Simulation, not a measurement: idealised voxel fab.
Herein follows the process module entitled voxel capacitor over wiring.
Section cut is 180 nm wide and gridded with 5 nm square cells.
Cross-section = grid of square cells, listed top down in bands; band = one or more rows.
Band: top and bottom heights (nm) first, top before bottom; then materials from left to right, widths in nm. "full width" marks a sole material filling the band edge to edge. "empty" denotes empty space.
Heads up on the height convention: 0 is the point under which the incoming wafer is all one material, and the lowest band has no bottom, it just keeps going down, like "0 -> down".
Width "30->40": first value at the band's top row of cells, second value at its bottom row, equal change from row to row.
Step marked "no alterations made"? Then no cell in the cross-section changed in it.
"Closed internal voids" enumerates empty spaces isolated from the top, with no open way to it, that contain at least 8 cells, giving each as width x height at distance from the left edge, all three in nm.
On each step's line, the part that comes after the settings is the simulator's own comment on the step.
overlay nm: mask offset rightward from planned place, masked step; negative means leftward offset.
Process steps (planned):
| 1 | RECEIVE [material Si] |
| 2 | CONFORMAL_DEP [material SiO2] [thk nm 15] |
| 3 | CONFORMAL_DEP [material SiCN] [thk nm 5] |
| 4 | DIRECTIONAL_DEP [material SiO2] [thk nm 25] |
| 5 | MASKED_ETCH [tone open] [mask id METAL_1] [width nm 25] [pitch nm 75] [etch materials SiO2] [depth nm 25] [overlay nm 0] |
| 6 | MASKED_ETCH [tone open] [mask id METAL_1] [width nm 25] [pitch nm 75] [etch materials SiCN] [depth nm 5] [overlay nm 0] |
| 7 | CONFORMAL_DEP [material TiN] [thk nm 5] |
| 8 | FILL_DEP [material W] [thk nm 10] |
| 9 | CMP [height nm 45] |
| 10 | CONFORMAL_DEP [material SiCN] [thk nm 5] |
| 11 | DIRECTIONAL_DEP [material SiO2] [thk nm 20] |
| 12 | MASKED_ETCH [tone open] [mask id PLUG_1] [width nm 15] [etch materials SiO2] [depth nm 20] [overlay nm 0] |
| 13 | MASKED_ETCH [tone open] [mask id PLUG_1] [width nm 15] [etch materials SiCN] [depth nm 5] [overlay nm 0] |
| 14 | EPI [material Ru] [thk nm 10] |
| 15 | EPI [material Ru] [thk nm 10] |
| 16 | EPI [material Ru] [thk nm 5] |
| 17 | DIRECTIONAL_DEP [material TiN] [thk nm 10] |
| 18 | DIRECTIONAL_DEP [material SiN] [thk nm 5] |
| 19 | DIRECTIONAL_DEP [material TiN] [thk nm 10] |
| 20 | MASKED_ETCH [tone cover] [mask id UPPER_PLATE] [width nm 55] [etch materials TiN] [depth nm 10] [overlay nm 0] |
| 21 | MASKED_ETCH [tone cover] [mask id UPPER_PLATE] [width nm 55] [etch materials SiN] [depth nm 5] [overlay nm 0] |
| 22 | PATTERN [tone cover] [mask id LOWER_PLATE] [material resist] [width nm 65] [thk nm 20] [overlay nm 0] |
| 23 | DIRECTIONAL_ETCH [etch materials TiN] [depth nm 10] |
| 24 | STRIP [etch materials resist] |
| 25 | FILL_DEP [material SiO2] [thk nm 15] |
| 26 | CMP [height nm 105] |
| 27 | MASKED_ETCH [tone open] [mask id PLUG_2] [width nm 15] [etch materials SiO2] [depth nm 10] [overlay nm 0] |
| 28 | CONFORMAL_DEP [material TiN] [thk nm 5] |
| 29 | FILL_DEP [material Cu] [thk nm 10] |
| 30 | CMP [height nm 105] |
| 31 | CONFORMAL_DEP [material SiN] [thk nm 5] |
Run as planned: first of two wafers:
Received-state cross-section, reflecting completion of step 1:
- 0 -> down  Si full width
- Closed internal voids: none
After step 2, in cross-section:
- 15 -> 0  SiO2 full width
- Heights below 0 show no change.
After step 3, in cross-section:
- 20 -> 15  SiCN full width
- Heights below 15 show no change.
After step 4, in cross-section:
- 45 -> 20  SiO2 full width
- Heights below 20 show no change.
After step 5, in cross-section:
- 45 -> 20  40 SiO2, then 25 empty, then 50 SiO2, then 25 empty, then 40 SiO2
- Heights below 20 show no change.
After step 6, in cross-section:
- 45 -> 20  40 SiO2, then 25 empty, then 50 SiO2, then 25 empty, then 40 SiO2
- 20 -> 15  40 SiCN, then 25 empty, then 50 SiCN, then 25 empty, then 40 SiCN
- Heights below 15 show no change.
After step 7, in cross-section:
- 50 -> 45  45 TiN, then 15 empty, then 60 TiN, then 15 empty, then 45 TiN
- 45 -> 20  40 SiO2, then 5 TiN, then 15 empty, then 5 TiN, then 50 SiO2, then 5 TiN, then 15 empty, then 5 TiN, then 40 SiO2
- 20 -> 15  40 SiCN, then 25 TiN, then 50 SiCN, then 25 TiN, then 40 SiCN
- Heights below 15 show no change.
After step 8, in cross-section:
- 60 -> 50  W full width
- 50 -> 45  45 TiN, then 15 W, then 60 TiN, then 15 W, then 45 TiN
- 45 -> 20  40 SiO2, then 5 TiN, then 15 W, then 5 TiN, then 50 SiO2, then 5 TiN, then 15 W, then 5 TiN, then 40 SiO2
- Heights below 20 show no change.
After step 9, in cross-section:
- 45 -> 20  40 SiO2, then 5 TiN, then 15 W, then 5 TiN, then 50 SiO2, then 5 TiN, then 15 W, then 5 TiN, then 40 SiO2
- Heights below 20 show no change.
After step 10, in cross-section:
- 50 -> 45  SiCN full width
- Heights below 45 show no change.
After step 11, in cross-section:
- 70 -> 50  SiO2 full width
- Heights below 50 show no change.
After step 12, in cross-section:
- 70 -> 50  50 SiO2, then 15 empty, then 115 SiO2
- Heights below 50 show no change.
After step 13, in cross-section:
- 70 -> 50  50 SiO2, then 15 empty, then 115 SiO2
- 50 -> 45  50 SiCN, then 15 empty, then 115 SiCN
- Heights below 45 show no change.
After step 14, in cross-section:
- 70 -> 55  50 SiO2, then 15 empty, then 115 SiO2
- 55 -> 50  50 SiO2, then 15 Ru, then 115 SiO2
- 50 -> 45  50 SiCN, then 15 Ru, then 115 SiCN
- Heights below 45 show no change.
After step 15, in cross-section:
- 70 -> 65  50 SiO2, then 15 empty, then 115 SiO2
- 65 -> 50  50 SiO2, then 15 Ru, then 115 SiO2
- Heights below 50 show no change.
After step 16, in cross-section:
- 70 -> 50  50 SiO2, then 15 Ru, then 115 SiO2
- Heights below 50 show no change.
After step 17, in cross-section:
- 80 -> 70  TiN full width
- Heights below 70 show no change.
After step 18, in cross-section:
- 85 -> 80  SiN full width
- Heights below 80 show no change.
After step 19, in cross-section:
- 95 -> 85  TiN full width
- Heights below 85 show no change.
After step 20, in cross-section:
- 95 -> 85  50 empty, then 55 TiN, then 75 empty
- Heights below 85 show no change.
After step 21, in cross-section:
- 95 -> 85  50 empty, then 55 TiN, then 75 empty
- 85 -> 80  50 empty, then 55 SiN, then 75 empty
- Heights below 80 show no change.
After step 22, in cross-section:
- 115 -> 95  45 empty, then 65 resist, then 70 empty
- 95 -> 85  45 empty, then 5 resist, then 55 TiN, then 5 resist, then 70 empty
- 85 -> 80  45 empty, then 5 resist, then 55 SiN, then 5 resist, then 70 empty
- Heights below 80 show no change.
After step 23, in cross-section:
- 115 -> 95  45 empty, then 65 resist, then 70 empty
- 95 -> 85  45 empty, then 5 resist, then 55 TiN, then 5 resist, then 70 empty
- 85 -> 80  45 empty, then 5 resist, then 55 SiN, then 5 resist, then 70 empty
- 80 -> 70  45 empty, then 65 TiN, then 70 empty
- Heights below 70 show no change.
After step 24, in cross-section:
- 95 -> 85  50 empty, then 55 TiN, then 75 empty
- 85 -> 80  50 empty, then 55 SiN, then 75 empty
- Heights below 80 show no change.
After step 25, in cross-section:
- 110 -> 95  SiO2 full width
- 95 -> 85  50 SiO2, then 55 TiN, then 75 SiO2
- 85 -> 80  50 SiO2, then 55 SiN, then 75 SiO2
- 80 -> 70  45 SiO2, then 65 TiN, then 70 SiO2
- Heights below 70 show no change.
After step 26, in cross-section:
- 105 -> 95  SiO2 full width
- Heights below 95 show no change.
After step 27, in cross-section:
- 105 -> 95  60 SiO2, then 15 empty, then 105 SiO2
- Heights below 95 show no change.
After step 28, in cross-section:
- 110 -> 105  65 TiN, then 5 empty, then 110 TiN
- 105 -> 100  60 SiO2, then 5 TiN, then 5 empty, then 5 TiN, then 105 SiO2
- 100 -> 95  60 SiO2, then 15 TiN, then 105 SiO2
- Heights below 95 show no change.
After step 29, in cross-section:
- 120 -> 110  Cu full width
- 110 -> 105  65 TiN, then 5 Cu, then 110 TiN
- 105 -> 100  60 SiO2, then 5 TiN, then 5 Cu, then 5 TiN, then 105 SiO2
- Heights below 100 show no change.
After step 30, in cross-section:
- 105 -> 100  60 SiO2, then 5 TiN, then 5 Cu, then 5 TiN, then 105 SiO2
- Heights below 100 show no change.
After step 31, in cross-section:
- 110 -> 105  SiN full width
- Heights below 105 show no change.
Regarding the second of the two wafers: it shared the first wafer's starting condition and process plan, yet one error occurred during its execution. Its history coincides with that of the first wafer up to and including step 21:
Cross-section of the second wafer when, according to plan, step 22 should have finished:
- 115 -> 95  55 empty, then 65 resist, then 60 empty
- 95 -> 85  50 empty, then 55 TiN, then 15 resist, then 60 empty
- 85 -> 80  50 empty, then 55 SiN, then 15 resist, then 60 empty
- Heights below 80 show no change.
Cross-section of the second wafer when, according to plan, step 23 should have finished:
- 115 -> 95  55 empty, then 65 resist, then 60 empty
- 95 -> 85  55 empty, then 50 TiN, then 15 resist, then 60 empty
- 85 -> 80  50 empty, then 55 SiN, then 15 resist, then 60 empty
- 80 -> 70  50 empty, then 70 TiN, then 60 empty
- Heights below 70 show no change.
Cross-section of the second wafer when, according to plan, step 24 should have finished:
- 95 -> 85  55 empty, then 50 TiN, then 75 empty
- 85 -> 80  50 empty, then 55 SiN, then 75 empty
- Heights below 80 show no change.
Cross-section of the second wafer when, according to plan, step 25 should have finished:
- 110 -> 95  SiO2 full width
- 95 -> 85  55 SiO2, then 50 TiN, then 75 SiO2
- 85 -> 80  50 SiO2, then 55 SiN, then 75 SiO2
- 80 -> 70  50 SiO2, then 70 TiN, then 60 SiO2
- Heights below 70 show no change.
Cross-section of the second wafer when, according to plan, step 26 should have finished:
- 105 -> 95  SiO2 full width
- Heights below 95 show no change.
Cross-section of the second wafer when, according to plan, step 27 should have finished:
- 105 -> 95  60 SiO2, then 15 empty, then 105 SiO2
- Heights below 95 show no change.
Cross-section of the second wafer when, according to plan, step 28 should have finished:
- 110 -> 105  65 TiN, then 5 empty, then 110 TiN
- 105 -> 100  60 SiO2, then 5 TiN, then 5 empty, then 5 TiN, then 105 SiO2
- 100 -> 95  60 SiO2, then 15 TiN, then 105 SiO2
- Heights below 95 show no change.
Cross-section of the second wafer when, according to plan, step 29 should have finished:
- 120 -> 110  Cu full width
- 110 -> 105  65 TiN, then 5 Cu, then 110 TiN
- 105 -> 100  60 SiO2, then 5 TiN, then 5 Cu, then 5 TiN, then 105 SiO2
- Heights below 100 show no change.
Cross-section of the second wafer when, according to plan, step 30 should have finished:
- 105 -> 100  60 SiO2, then 5 TiN, then 5 Cu, then 5 TiN, then 105 SiO2
- Heights below 100 show no change.
Cross-section of the second wafer when, according to plan, step 31 should have finished:
- 110 -> 105  SiN full width
- Heights below 105 show no change.
Nonconformance to the process plan: step 22 changed vs plan, executed as PATTERN [tone cover] [mask id LOWER_PLATE] [material resist] [width nm 65] [thk nm 20] [overlay nm 10]
So at the finish, the second wafer's got exactly as many cells of each material as the first, just not in the same spots.
